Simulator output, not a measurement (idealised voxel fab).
Process module, titled voxel ribs on slabs
This is section cut - it's 155 nm across, gridded in 5 nm square cells.
Each cross-section below is a grid of square cells, stated as bands in top-down order, with one or more rows of cells making up each band.
Within each band entry, the heights of the top and of the bottom of the band appear first, in that order and in nm; the materials of the band then follow from left to right, each with its corresponding width in nm. The designation "edge to edge" on a single material indicates that it fills the band from edge to edge; the designation "air" indicates empty space.
Heights are expressed relative to 0, this being the level below which the as-received wafer comprises one material exclusively. The lowest band is unbounded in the downward direction and is denoted as in "top 0, no bottom".
The width entry "30..40" should be interpreted row by row: the top row of cells in the band takes the first number, the bottom row takes the second number, and the change between adjacent rows is uniform throughout.
When a step is marked "nothing was modified", none of the cells in the cross-section changed during that step.
Heads up: "Internal closed voids" only lists the empty pockets with no open path to the top that are 8 cells or more, and it writes them as width x height at distance, distance from the left edge, in nm.
The remark found on a step's line after its settings is issued by the simulator itself and pertains to that step.
The setting "overlay nm" may be written on the line of a step. When the step uses a mask, the value reports how far to the right of the planned place the mask lay, and a negative value reports that it lay to the left.
-- Listed below are the process steps as planned
step 1: RECEIVE, material Si
step 2: DIRECTIONAL_DEP, material SiO2, thk nm 30
step 3: DIRECTIONAL_DEP, material polySi, thk nm 20
step 4: PATTERN, tone cover, mask id RIB, material resist, width nm 15, thk nm 15, overlay nm 0
step 5: DIRECTIONAL_ETCH, etch materials polySi, depth nm 10
step 6: STRIP, etch materials resist
step 7: DIRECTIONAL_DEP, material aC, thk nm 15
step 8: PATTERN, tone cover, mask id SLAB, material resist, width nm 75, thk nm 35, overlay nm 0
step 9: DIRECTIONAL_ETCH, etch materials aC, depth nm 15
step 10: STRIP, etch materials resist
step 11: DIRECTIONAL_ETCH, etch materials polySi, depth nm 10
step 12: STRIP, etch materials aC
step 13: FILL_DEP, material SiO2, thk nm 25
step 14: CMP, height nm 65
step 15: DIRECTIONAL_DEP, material W, thk nm 10
step 16: PATTERN, tone cover, mask id HEATER, material resist, width nm 25, thk nm 15, overlay nm 0
step 17: DIRECTIONAL_ETCH, etch materials W, depth nm 10
step 18: STRIP, etch materials resist
step 19: CONFORMAL_DEP, material SiO2, thk nm 5
-- First of two wafers - as planned
-- Wafer cross-section on receipt, i.e. after step 1
    top 0, no bottom = Si edge to edge
    Internal closed voids: none
-- Step 2 done - wafer cross-section
    top 30, bottom 0 = SiO2 edge to edge
    Below a height of 0, the structure has not been altered.
-- Step 3 done - wafer cross-section
    top 50, bottom 30 = polySi edge to edge
    Below a height of 30, the structure has not been altered.
-- Step 4 done - wafer cross-section
    top 65, bottom 50 = air=70; resist=15; air=70
    Below a height of 50, the structure has not been altered.
-- Step 5 done - wafer cross-section
    top 65, bottom 50 = air=70; resist=15; air=70
    top 50, bottom 40 = air=70; polySi=15; air=70
    Below a height of 40, the structure has not been altered.
-- Step 6 done - wafer cross-section
    top 50, bottom 40 = air=70; polySi=15; air=70
    Below a height of 40, the structure has not been altered.
-- Step 7 done - wafer cross-section
    top 65, bottom 55 = air=70; aC=15; air=70
    top 55, bottom 50 = aC edge to edge
    top 50, bottom 40 = aC=70; polySi=15; aC=70
    Below a height of 40, the structure has not been altered.
-- Step 8 done - wafer cross-section
    top 100, bottom 65 = air=40; resist=75; air=40
    top 65, bottom 55 = air=40; resist=30; aC=15; resist=30; air=40
    Below a height of 55, the structure has not been altered.
-- Step 9 done - wafer cross-section
    top 85, bottom 65 = air=40; resist=75; air=40
    top 65, bottom 55 = air=40; resist=30; aC=15; resist=30; air=40
    top 55, bottom 50 = air=40; aC=75; air=40
    top 50, bottom 40 = air=40; aC=30; polySi=15; aC=30; air=40
    Below a height of 40, the structure has not been altered.
-- Step 10 done - wafer cross-section
    top 65, bottom 55 = air=70; aC=15; air=70
    Below a height of 55, the structure has not been altered.
-- Step 11 done - wafer cross-section
    top 65, bottom 55 = air=70; aC=15; air=70
    top 55, bottom 50 = air=40; aC=75; air=40
    top 50, bottom 40 = air=40; aC=30; polySi=15; aC=30; air=40
    top 40, bottom 30 = air=40; polySi=75; air=40
    Below a height of 30, the structure has not been altered.
-- Step 12 done - wafer cross-section
    top 50, bottom 40 = air=70; polySi=15; air=70
    Below a height of 40, the structure has not been altered.
-- Step 13 done - wafer cross-section
    top 75, bottom 50 = SiO2 edge to edge
    top 50, bottom 40 = SiO2=70; polySi=15; SiO2=70
    top 40, bottom 30 = SiO2=40; polySi=75; SiO2=40
    Below a height of 30, the structure has not been altered.
-- Step 14 done - wafer cross-section
    top 65, bottom 50 = SiO2 edge to edge
    Below a height of 50, the structure has not been altered.
-- Step 15 done - wafer cross-section
    top 75, bottom 65 = W edge to edge
    Below a height of 65, the structure has not been altered.
-- Step 16 done - wafer cross-section
    top 90, bottom 75 = air=65; resist=25; air=65
    Below a height of 75, the structure has not been altered.
-- Step 17 done - wafer cross-section
    top 90, bottom 75 = air=65; resist=25; air=65
    top 75, bottom 65 = air=65; W=25; air=65
    Below a height of 65, the structure has not been altered.
-- Step 18 done - wafer cross-section
    top 75, bottom 65 = air=65; W=25; air=65
    Below a height of 65, the structure has not been altered.
-- Step 19 done - wafer cross-section
    top 80, bottom 75 = air=60; SiO2=35; air=60
    top 75, bottom 70 = air=60; SiO2=5; W=25; SiO2=5; air=60
    top 70, bottom 65 = SiO2=65; W=25; SiO2=65
    Below a height of 65, the structure has not been altered.
-- Notes, second wafer: start = first wafer's, plan = first wafer's, execution had one mistake; history identical to first through step 7
-- Cross-section: second wafer, time at which step 8 was scheduled to end
    top 100, bottom 65 = air=45; resist=75; air=35
    top 65, bottom 55 = air=45; resist=25; aC=15; resist=35; air=35
    Below a height of 55, the structure has not been altered.
-- Cross-section: second wafer, time at which step 9 was scheduled to end
    top 85, bottom 65 = air=45; resist=75; air=35
    top 65, bottom 55 = air=45; resist=25; aC=15; resist=35; air=35
    top 55, bottom 50 = air=45; aC=75; air=35
    top 50, bottom 40 = air=45; aC=25; polySi=15; aC=35; air=35
    Below a height of 40, the structure has not been altered.
-- Cross-section: second wafer, time at which step 10 was scheduled to end
    top 65, bottom 55 = air=70; aC=15; air=70
    Below a height of 55, the structure has not been altered.
-- Cross-section: second wafer, time at which step 11 was scheduled to end
    top 65, bottom 55 = air=70; aC=15; air=70
    top 55, bottom 50 = air=45; aC=75; air=35
    top 50, bottom 40 = air=45; aC=25; polySi=15; aC=35; air=35
    top 40, bottom 30 = air=45; polySi=75; air=35
    Below a height of 30, the structure has not been altered.
-- Cross-section: second wafer, time at which step 12 was scheduled to end
    top 50, bottom 40 = air=70; polySi=15; air=70
    Below a height of 40, the structure has not been altered.
-- Cross-section: second wafer, time at which step 13 was scheduled to end
    top 75, bottom 50 = SiO2 edge to edge
    top 50, bottom 40 = SiO2=70; polySi=15; SiO2=70
    top 40, bottom 30 = SiO2=45; polySi=75; SiO2=35
    Below a height of 30, the structure has not been altered.
-- Cross-section: second wafer, time at which step 14 was scheduled to end
    top 65, bottom 50 = SiO2 edge to edge
    Below a height of 50, the structure has not been altered.
-- Cross-section: second wafer, time at which step 15 was scheduled to end
    top 75, bottom 65 = W edge to edge
    Below a height of 65, the structure has not been altered.
-- Cross-section: second wafer, time at which step 16 was scheduled to end
    top 90, bottom 75 = air=65; resist=25; air=65
    Below a height of 75, the structure has not been altered.
-- Cross-section: second wafer, time at which step 17 was scheduled to end
    top 90, bottom 75 = air=65; resist=25; air=65
    top 75, bottom 65 = air=65; W=25; air=65
    Below a height of 65, the structure has not been altered.
-- Cross-section: second wafer, time at which step 18 was scheduled to end
    top 75, bottom 65 = air=65; W=25; air=65
    Below a height of 65, the structure has not been altered.
-- Cross-section: second wafer, time at which step 19 was scheduled to end
    top 80, bottom 75 = air=60; SiO2=35; air=60
    top 75, bottom 70 = air=60; SiO2=5; W=25; SiO2=5; air=60
    top 70, bottom 65 = SiO2=65; W=25; SiO2=65
    Below a height of 65, the structure has not been altered.
what went wrong: contrary to plan, step 8 was performed as PATTERN, tone cover, mask id SLAB, material resist, width nm 75, thk nm 35, overlay nm 5
By the end, you'd get the same cell count for each material on either wafer, but the second wafer puts them somewhere else.
